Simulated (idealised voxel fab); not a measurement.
Presented below is a process module, voxel gate over fins.
The figure presents cross-section cut, which has a width of 165 nm and is divided into square cells with an edge length of 5 nm.
Bands, listed from the top down, are how a cross-section gets written in this document; the cross-section itself is a grid of square cells, and a band is one or more rows of them. Within each band entry, the heights of the top and of the bottom of the band appear first, in that order and in nm; the materials of the band then follow from left to right, each with its corresponding width in nm. The designation "throughout" on a single material indicates that it fills the band from edge to edge; the designation "air" indicates empty space. Ref level 0: as-received wafer is one material below here. Bottom band extends down with no lower bound ("0 -> down"). The width entry "30 to 40" should be interpreted row by row: the top row of cells in the band takes the first number, the bottom row takes the second number, and the change between adjacent rows is uniform throughout. A step reported as "no change" is a step in which no cell of the cross-section changed. Under "Non-vented voids" you'll find the enclosed gaps, the ones with no way out to the top, that are 8 cells or bigger; each reads width x height at distance, with distance counted from the left edge, everything in nm. That trailing text on a step's line, after the settings, is the simulator's own remark on the step. Each step line may optionally specify "overlay nm", which for a step with a mask gives the rightward distance between the mask's planned place and where it lay, a negative value indicating the leftward direction.

**List of planned process steps**
1) RECEIVE with material Si
2) CONFORMAL_DEP with material SiN, thk nm 5
3) MASKED_ETCH with tone cover, mask id FINS, width nm 15, pitch nm 55, etch materials SiN, depth nm 5, overlay nm 0
4) MASKED_ETCH with tone cover, mask id FINS, width nm 15, pitch nm 55, etch materials Si, depth nm 40, overlay nm 0
5) OXIDIZE with depth nm 5
6) FILL_DEP with material SiO2, thk nm 15
7) CMP with height nm 5
8) PATTERN with tone open, mask id RAIL, material resist, width nm 15, thk nm 15, overlay nm 0
9) DIRECTIONAL_ETCH with etch materials SiO2, depth nm 40
10) STRIP with etch materials resist
11) CONFORMAL_DEP with material TiN, thk nm 5
12) FILL_DEP with material W, thk nm 5
13) CMP with height nm 5
14) SELECTIVE_ETCH with etch materials W Ru TiN, depth nm 15
15) FILL_DEP with material SiO2, thk nm 5
16) CMP with height nm 5
17) SELECTIVE_ETCH with etch materials SiO2, depth nm 15
18) STRIP with etch materials SiN
19) CONFORMAL_DEP with material HfO2, thk nm 5
20) CONFORMAL_DEP with material TiN, thk nm 5
21) CONFORMAL_DEP with material TiAl, thk nm 5
22) CONFORMAL_DEP with material TiN, thk nm 5
23) FILL_DEP with material W, thk nm 15
24) CMP with height nm 30
25) CONFORMAL_DEP with material SiN, thk nm 5
The wafers are alike at the start. At step 14, their depth nm differs. The plan lists the first wafer's value.

**The as-received cross-section of the first of several wafers corresponds to the state after step 1**
    0 -> down  Si throughout
    Non-vented voids: none

**Note: the following table is arranged by wafer, a row apiece. Each row reports the end-of-module state: per material, cells gained (+) or cells lost (-) compared with the wafer as received; closed voids follow**
depth nm 15, +41 HfO2, -279 Si, +33 SiN, +202 SiO2, +41 TiAl, +93 TiN, +100 W, Non-vented voids: none
depth nm 20, +41 HfO2, -279 Si, +33 SiN, +205 SiO2, +41 TiAl, +91 TiN, +99 W, Non-vented voids: none
depth nm 25, +41 HfO2, -279 Si, +33 SiN, +208 SiO2, +41 TiAl, +89 TiN, +98 W, Non-vented voids: none
depth nm 30, +41 HfO2, -279 Si, +33 SiN, +211 SiO2, +41 TiAl, +87 TiN, +97 W, Non-vented voids: none
depth nm 35, +41 HfO2, -279 Si, +33 SiN, +214 SiO2, +41 TiAl, +85 TiN, +96 W, Non-vented voids: none
depth nm 40, +41 HfO2, -279 Si, +33 SiN, +217 SiO2, +41 TiAl, +82 TiN, +96 W, Non-vented voids: none
